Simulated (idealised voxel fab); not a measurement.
Proc. module: voxel gate over fins
For reference, the cross-section in this document is cut, with width 155 nm and square cells of 5 nm.
A cross-section is written here as square cells arranged in a grid, and it is given in bands from the top down, each band taking up one or more rows of cells. Read a band's entry like this: the first values are the height of its top and the height of its bottom in nm, and what follows is the sequence of materials from left to right, each with its width in nm. Note that "blank" is empty space, and that a single material marked "everywhere" reaches across the band from edge to edge. Height reference: 0 = level under which incoming wafer is all one material. Lowest band: no bottom, runs on downward, e.g. "z 0 and below". Think of "30 to 40" as a width that walks from the first number to the second as you go down the band, top row to bottom row, taking equal-sized steps from row to row. What does "changes: none" mean for a step? It means no cell of the cross-section changed in that step. Reported under the label "Closed void roster" are the empty spaces having no open way to the top and comprising 8 cells or more; the notation for each is width x height at distance, in which the distance is measured from the left edge and all three values are in nm. Where a step's line continues beyond its settings, the continuation is a remark by the simulator itself on that step. "overlay nm", when on a step's line for a step with a mask, measures how far to the right of its planned place the mask lay; a negative measure means to the left.

[So here's the lineup of process steps we planned]
1,RECEIVE | material Si
2,CONFORMAL_DEP | material SiN | thk nm 5
3,PATTERN | tone cover | mask id FINS | material resist | width nm 15 | pitch nm 35 | thk nm 15 | overlay nm 0
4,DIRECTIONAL_ETCH | etch materials SiN | depth nm 5
5,DIRECTIONAL_ETCH | etch materials Si | depth nm 30
6,STRIP | etch materials resist
7,OXIDIZE | depth nm 5
8,FILL_DEP | material SiO2 | thk nm 15
9,CMP | height nm 5
10,SELECTIVE_ETCH | etch materials SiO2 | depth nm 15
11,STRIP | etch materials SiN
12,CONFORMAL_DEP | material HfO2 | thk nm 5
13,CONFORMAL_DEP | material TiN | thk nm 5
14,FILL_DEP | material W | thk nm 10
15,CMP | height nm 15
16,CONFORMAL_DEP | material SiCN | thk nm 10

[Shown in cross-section is the wafer as received, that is, as it stands after step 1]
* z 0 and below = Si everywhere
* Closed void roster: none

[Wafer cross-section at end of module: start and plan as shown above, one execution error]
* z 25 to 15 = SiCN everywhere
* z 15 to 10 = W everywhere
* z 10 to 5 = 55 W, 25 TiN, 10 W, 25 TiN, 40 W
* z 5 to 0 = 55 W, 5 TiN, 15 HfO2, 5 TiN, 10 W, 5 TiN, 15 HfO2, 5 TiN, 40 W
* z 0 to -5 = 60 TiN, 5 HfO2, 5 Si, 5 HfO2, 20 TiN, 5 HfO2, 5 Si, 5 HfO2, 45 TiN
* z -5 to -10 = 65 HfO2, 5 Si, 30 HfO2, 5 Si, 50 HfO2
* z -10 to -35 = 65 SiO2, 5 Si, 30 SiO2, 5 Si, 50 SiO2
* z -35 and below = Si everywhere
* Closed void roster: none
Deviation noted in wafer processing: step 3 went in with a setting other than planned; the actual run was PATTERN | tone cover | mask id FINS | material resist | width nm 15 | pitch nm 35 | thk nm 15 | overlay nm 10
